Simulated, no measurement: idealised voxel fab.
Presented below is a process module, voxel fin reveal.
Square cell edge 5 nm, section width 300 nm, ID cut.
Format of a cross-section: grid, square cells. Given as bands. Order: top down. Band: one or more rows of cells.
A band entry consists of two parts. The first gives the height of the band's top and the height of its bottom, in nm. The rest lists the band's materials from left to right, each with its width in nm. A single material labelled with the word "edge to edge" fills the band from edge to edge, and the word "empty" marks empty space.
We count height from 0. Below that, the starting wafer is all one material. The lowest band never ends at the bottom but goes on down; see "0 down" for how that is written.
When a width is written as two numbers, as in "30..40", the first number is the width in the top row of cells of the band and the second is the width in its bottom row, and the width changes by the same amount from each row to the next.
"identical to before" (step): cross-section cells unchanged, all of them.
You'll see "Closed-off voids" listing empty spaces that have no way open to the top, as long as they're 8 cells or more; the notation is width x height at distance, where the distance is from the left edge, and all of it is in nm.
Heads up: the bit after the settings on a step's line is the simulator's remark on that step.
You can add "overlay nm" to a step's line. For a step with a mask, it describes how far the mask lay to the right of its planned position, and a negative number describes a lay to the left.

### The process steps that were planned are listed below
| 1 | RECEIVE, material Si |
| 2 | CONFORMAL_DEP, material SiN, thk nm 10 |
| 3 | PATTERN, tone cover, mask id FINS, material resist, width nm 15, pitch nm 35, thk nm 20, overlay nm 0 |
| 4 | DIRECTIONAL_ETCH, etch materials SiN, depth nm 10 |
| 5 | DIRECTIONAL_ETCH, etch materials Si, depth nm 35 |
| 6 | STRIP, etch materials resist |
| 7 | OXIDIZE, depth nm 5 |
| 8 | FILL_DEP, material SiO2, thk nm 15 |
| 9 | CMP, height nm 10 |
| 10 | SELECTIVE_ETCH, etch materials SiO2, depth nm 25 |
| 11 | STRIP, etch materials SiN |

### Cross-section of the incoming wafer, state after step 1
	0 down | Si edge to edge
	Closed-off voids: none

### Same starting wafer, same plan as above, one mistake in the execution; this is the cross-section at the end of the module
	10 to 0 | 125 of empty, then 15 of SiN, then 20 of empty, then 15 of SiN, then 125 of empty
	0 to -15 | 130 of empty, then 5 of Si, then 30 of empty, then 5 of Si, then 130 of empty
	-15 to -40 | 130 of SiO2, then 5 of Si, then 30 of SiO2, then 5 of Si, then 130 of SiO2
	-40 down | Si edge to edge
	Closed-off voids: none
Error vs. plan: the run left out plan step 11 entirely, so it was never executed
